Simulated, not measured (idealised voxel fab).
process module | voxel transistor to metal
cross-section cut | 210 nm wide | cells 5 nm
A cross-section is a grid of square cells, given in bands from the top down. A band is one or more rows of cells.
Each band's line starts with the height of the band's top and of its bottom, in nm. Then come its materials from left to right, each with its width in nm. One material with "throughout" fills the band from edge to edge. "air" is empty space.
Height 0 is the level under which the wafer as received is all one material. The lowest band goes on downwards, as in "0 down".
A width such as "30 to 40" changes by the same amount from each row of cells to the next, from the band's top row to its bottom row.
"no change" after a step means that no cell of the cross-section changed.
closed voids: empty space of 8 cells or more with no open way to the top, each as width x height at its distance from the left edge, in nm
after a step's settings: what the simulator itself notes on the step
overlay nm, on a step with a mask: how far to the right of its planned place the mask lay; to the left if negative
plan
1 op RECEIVE | material Si
2 op OXIDIZE | depth nm 5
3 op CONFORMAL_DEP | material SiN | thk nm 10
4 op PATTERN | tone cover | mask id ACTIVE | material resist | width nm 110 | thk nm 20 | overlay nm 0
5 op DIRECTIONAL_ETCH | etch materials SiN | depth nm 10
6 op DIRECTIONAL_ETCH | etch materials SiO2 | depth nm 5
7 op DIRECTIONAL_ETCH | etch materials Si | depth nm 30
8 op STRIP | etch materials resist
9 op OXIDIZE | depth nm 5
10 op FILL_DEP | material SiO2 | thk nm 10
11 op CMP | height nm 10
12 op SELECTIVE_ETCH | etch materials SiO2 | depth nm 5
13 op STRIP | etch materials SiN
14 op SELECTIVE_ETCH | etch materials SiO2 | depth nm 5
15 op OXIDIZE | depth nm 5
16 op DIRECTIONAL_DEP | material polySi | thk nm 20
17 op DIRECTIONAL_DEP | material SiCN | thk nm 10
18 op MASKED_ETCH | tone cover | mask id GATE | width nm 30 | etch materials SiCN | depth nm 20 | overlay nm 0
19 op MASKED_ETCH | tone cover | mask id GATE | width nm 30 | etch materials polySi | depth nm 30 | overlay nm 0
20 op CONFORMAL_DEP | material SiN | thk nm 5
21 op DIRECTIONAL_ETCH | etch materials SiN | depth nm 5
22 op DIRECTIONAL_ETCH | etch materials SiO2 | depth nm 5
23 op DIRECTIONAL_ETCH | etch materials Si | depth nm 15
24 op EPI | material pSi | thk nm 20
25 op FILL_DEP | material SiO2 | thk nm 10
26 op CMP | height nm 15
27 op STRIP | etch materials polySi
28 op SELECTIVE_ETCH | etch materials SiO2 | depth nm 5
29 op CONFORMAL_DEP | material HfO2 | thk nm 5
30 op CONFORMAL_DEP | material TiN | thk nm 5
31 op FILL_DEP | material W | thk nm 10
32 op CMP | height nm 10
33 op DIRECTIONAL_DEP | material SiO2 | thk nm 15
34 op MASKED_ETCH | tone open | mask id CONTACT | width nm 15 | pitch nm 75 | etch materials SiO2 | depth nm 30 | overlay nm 0
35 op CONFORMAL_DEP | material TiN | thk nm 5
36 op FILL_DEP | material Ru | thk nm 5
37 op CMP | height nm 25
38 op DIRECTIONAL_DEP | material TiN | thk nm 5
39 op DIRECTIONAL_DEP | material Ru | thk nm 20
40 op DIRECTIONAL_DEP | material aC | thk nm 15
41 op PATTERN | tone cover | mask id METAL_1 | material resist | width nm 15 | pitch nm 75 | thk nm 35 | overlay nm 0
42 op DIRECTIONAL_ETCH | etch materials aC | depth nm 15
43 op STRIP | etch materials resist
44 op DIRECTIONAL_ETCH | etch materials Ru | depth nm 20
45 op DIRECTIONAL_ETCH | etch materials TiN | depth nm 5
46 op STRIP | etch materials aC
47 op FILL_DEP | material lowk | thk nm 5
48 op CMP | height nm 50
49 op CONFORMAL_DEP | material SiN | thk nm 5
as received, after step 1
  0 down: Si throughout
  closed voids: none
first wafer at the end, as planned
  55 to 50: SiN throughout
  50 to 30: lowk 60 | Ru 15 | lowk 60 | Ru 15 | lowk 60
  30 to 25: lowk 60 | TiN 15 | lowk 60 | TiN 15 | lowk 60
  25 to 15: SiO2 60 | TiN 5 | Ru 5 | TiN 5 | SiO2 60 | TiN 5 | Ru 5 | TiN 5 | SiO2 60
  15 to 10: SiO2 60 | TiN 15 | SiO2 60 | TiN 15 | SiO2 60
  10 to 0: SiO2 60 | TiN 5 | pSi 20 | SiN 5 | HfO2 5 | TiN 5 | W 10 | TiN 5 | HfO2 5 | SiN 5 | pSi 20 | TiN 5 | SiO2 60
  0 to -5: SiO2 45 | SiN 5 | SiO2 10 | TiN 5 | pSi 20 | SiN 5 | HfO2 5 | TiN 20 | HfO2 5 | SiN 5 | pSi 20 | TiN 5 | SiO2 10 | SiN 5 | SiO2 45
  -5 to -10: SiO2 50 | pSi 35 | HfO2 40 | pSi 35 | SiO2 50
  -10 to -25: SiO2 55 | pSi 30 | Si 40 | pSi 30 | SiO2 55
  -25 to -40: SiO2 55 | Si 100 | SiO2 55
  -40 down: Si throughout
  closed voids: none
second wafer at the end: like start, like plan, one mistake
  55 to 50: SiN throughout
  50 to 30: lowk 60 | Ru 15 | lowk 60 | Ru 15 | lowk 60
  30 to 25: lowk 60 | TiN 15 | lowk 60 | TiN 15 | lowk 60
  25 to 20: W 75 | TiN 25 | W 10 | TiN 25 | W 75
  20 to 15: TiN 80 | HfO2 15 | TiN 5 | W 10 | TiN 5 | HfO2 15 | TiN 80
  15 to 10: HfO2 85 | SiN 5 | HfO2 5 | TiN 5 | W 10 | TiN 5 | HfO2 5 | SiN 5 | HfO2 85
  10 to 0: SiO2 65 | pSi 20 | SiN 5 | HfO2 5 | TiN 5 | W 10 | TiN 5 | HfO2 5 | SiN 5 | pSi 20 | SiO2 65
  0 to -5: SiO2 45 | SiN 5 | SiO2 15 | pSi 20 | SiN 5 | HfO2 5 | TiN 20 | HfO2 5 | SiN 5 | pSi 20 | SiO2 15 | SiN 5 | SiO2 45
  -5 to -10: SiO2 50 | pSi 35 | HfO2 40 | pSi 35 | SiO2 50
  -10 to -25: SiO2 55 | pSi 30 | Si 40 | pSi 30 | SiO2 55
  -25 to -40: SiO2 55 | Si 100 | SiO2 55
  -40 down: Si throughout
  closed voids: none
what went wrong: step 32 was left out
at the end the second wafer has, in cells: 42 more of HfO2 | 4 fewer of Ru | 2 more of SiN | 102 fewer of SiO2 | 26 more of TiN | 36 more of W
